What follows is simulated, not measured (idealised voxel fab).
The process module that follows is named voxel tone inversion.
The cross-section shown here is cut; it is 230 nm wide and divided into square cells measuring 5 nm on a side.
In what follows, cross-sections appear as grids of square cells, described through bands that run from the top down, where every band is one or more rows of cells.
In this notation a band is specified by the heights of its top and bottom, in that order and in nm, after which its materials appear from left to right, each paired with its width in nm. The word "everywhere" attached to a single material means that material fills the band from edge to edge; the word "empty" stands for empty space.
Where do heights start? At 0: under that level the wafer as delivered is made of one material only. And the lowest band has no floor; it just carries on downward, as in "0 and below".
Width "30->40": first value at the band's top row of cells, second value at its bottom row, equal change from row to row.
Any step labelled "everything unchanged" changed none of the cells in the cross-section.
Under "Sealed voids" you'll find the enclosed gaps, the ones with no way out to the top, that are 8 cells or bigger; each reads width x height at distance, with distance counted from the left edge, everything in nm.
Formally, on a step line, whatever follows the settings is a remark that the simulator itself makes on the step.
"overlay nm" denotes, for a step that has a mask, the displacement of the mask to the right of its planned place, with negative values corresponding to the left.

Process steps (planned)
1. op RECEIVE | material Si
2. op CONFORMAL_DEP | material SiN | thk nm 10
3. op DIRECTIONAL_DEP | material polySi | thk nm 15
4. op PATTERN | tone cover | mask id POSTS | material resist | width nm 20 | pitch nm 35 | thk nm 25 | overlay nm 0
5. op DIRECTIONAL_ETCH | etch materials polySi | depth nm 15
6. op STRIP | etch materials resist
7. op FILL_DEP | material lowk | thk nm 5
8. op CMP | height nm 25
9. op STRIP | etch materials polySi
10. op CONFORMAL_DEP | material TiN | thk nm 5
11. op FILL_DEP | material W | thk nm 5
12. op CMP | height nm 25
13. op CONFORMAL_DEP | material SiN | thk nm 5

Cross-section of the wafer at receipt, which is the condition after step 1
- 0 and below: Si everywhere
- Sealed voids: none

Cross-sectional image of the first of two wafers at the end of the module, the run having proceeded as planned
- 30 down to 25: SiN everywhere
- 25 down to 15: lowk 85 nm, then TiN 5 nm, then W 10 nm, then TiN 5 nm, then lowk 15 nm, then TiN 5 nm, then W 10 nm, then TiN 5 nm, then lowk 90 nm
- 15 down to 10: lowk 85 nm, then TiN 20 nm, then lowk 15 nm, then TiN 20 nm, then lowk 90 nm
- 10 down to 0: SiN everywhere
- 0 and below: Si everywhere
- Sealed voids: none

Presented here is a cross-section of the second of the two wafers as it stood at the end of the module. It was started in the same manner and assigned the same plan as the first wafer; however, one mistake was made in its execution
- 40 down to 25: SiN everywhere
- 25 down to 15: lowk 85 nm, then TiN 5 nm, then W 10 nm, then TiN 5 nm, then lowk 15 nm, then TiN 5 nm, then W 10 nm, then TiN 5 nm, then lowk 90 nm
- 15 down to 10: lowk 85 nm, then TiN 20 nm, then lowk 15 nm, then TiN 20 nm, then lowk 90 nm
- 10 down to 0: SiN everywhere
- 0 and below: Si everywhere
- Sealed voids: none
The mistake made against the process plan was this: step 13 was run on a setting that differed from the plan, and what really ran there is op CONFORMAL_DEP | material SiN | thk nm 15
Counted in cells at the end, the second wafer holds more or fewer of these materials than the first: SiN: 92 more
